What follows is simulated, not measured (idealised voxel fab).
Name of the process module below: voxel double patterning
Section shown: cut. Width: 235 nm. Cell size: 5 nm, square.
In what follows, cross-sections appear as grids of square cells, described through bands that run from the top down, where every band is one or more rows of cells.
Read a band's entry like this: the first values are the height of its top and the height of its bottom in nm, and what follows is the sequence of materials from left to right, each with its width in nm. Note that "air" is empty space, and that a single material marked "all across" reaches across the band from edge to edge.
Where do heights start? At 0: under that level the wafer as delivered is made of one material only. And the lowest band has no floor; it just carries on downward, as in "0..down".
A two-number width, for instance "30..40", indicates that the width is equal to the first number in the top row of the band and to the second number in the bottom row, and that it changes by a constant amount per row of cells.
You'll sometimes find "no change occurred" written for a step, and that's the way of saying that nowhere in the cross-section did a cell change during that step.
"Fully sealed voids" enumerates empty spaces isolated from the top, with no open way to it, that contain at least 8 cells, giving each as width x height at distance from the left edge, all three in nm.
On each step's line, the part that comes after the settings is the simulator's own comment on the step.
The optional step-line setting "overlay nm" applies to steps with a mask and quantifies how far to the right of its planned location the mask lay, a negative value indicating leftward placement.
-- plan
1) RECEIVE with material Si
2) CONFORMAL_DEP with material SiO2, thk nm 10
3) DIRECTIONAL_DEP with material W, thk nm 15
4) DIRECTIONAL_DEP with material SiN, thk nm 10
5) MASKED_ETCH with tone open, mask id FIRST, width nm 15, pitch nm 50, etch materials SiN, depth nm 10, overlay nm 0
6) DIRECTIONAL_DEP with material aC, thk nm 15
7) PATTERN with tone open, mask id SECOND, material resist, width nm 15, pitch nm 50, thk nm 35, overlay nm 0
8) DIRECTIONAL_ETCH with etch materials aC, depth nm 15
9) STRIP with etch materials resist
10) DIRECTIONAL_ETCH with etch materials SiN, depth nm 10
11) STRIP with etch materials aC
12) DIRECTIONAL_ETCH with etch materials W, depth nm 15
13) STRIP with etch materials SiN
-- Cross-section of the wafer upon arrival, representing the state reached after step 1
  0..down  Si all across
  Fully sealed voids: none
-- Module complete - cross-section of the first of two wafers, run according to plan
  25..10  W: 60  air: 15  W: 10  air: 15  W: 10  air: 15  W: 10  air: 15  W: 10  air: 15  W: 60
  10..0  SiO2 all across
  0..down  Si all across
  Fully sealed voids: none
-- So this is wafer number two of the two, cut at the end of the module - it started where the first did and had the same plan, we just got one thing wrong running it
  25..10  W: 60  air: 15  W: 10  air: 20  W: 5  air: 15  W: 10  air: 20  W: 5  air: 15  W: 60
  10..0  SiO2 all across
  0..down  Si all across
  Fully sealed voids: none
Want to know what went wrong? step 7 off recipe, ran as PATTERN with tone open, mask id SECOND, material resist, width nm 20, pitch nm 50, thk nm 35, overlay nm 0
Cell-count delta at end, second wafer over first, by material: 6 fewer of W
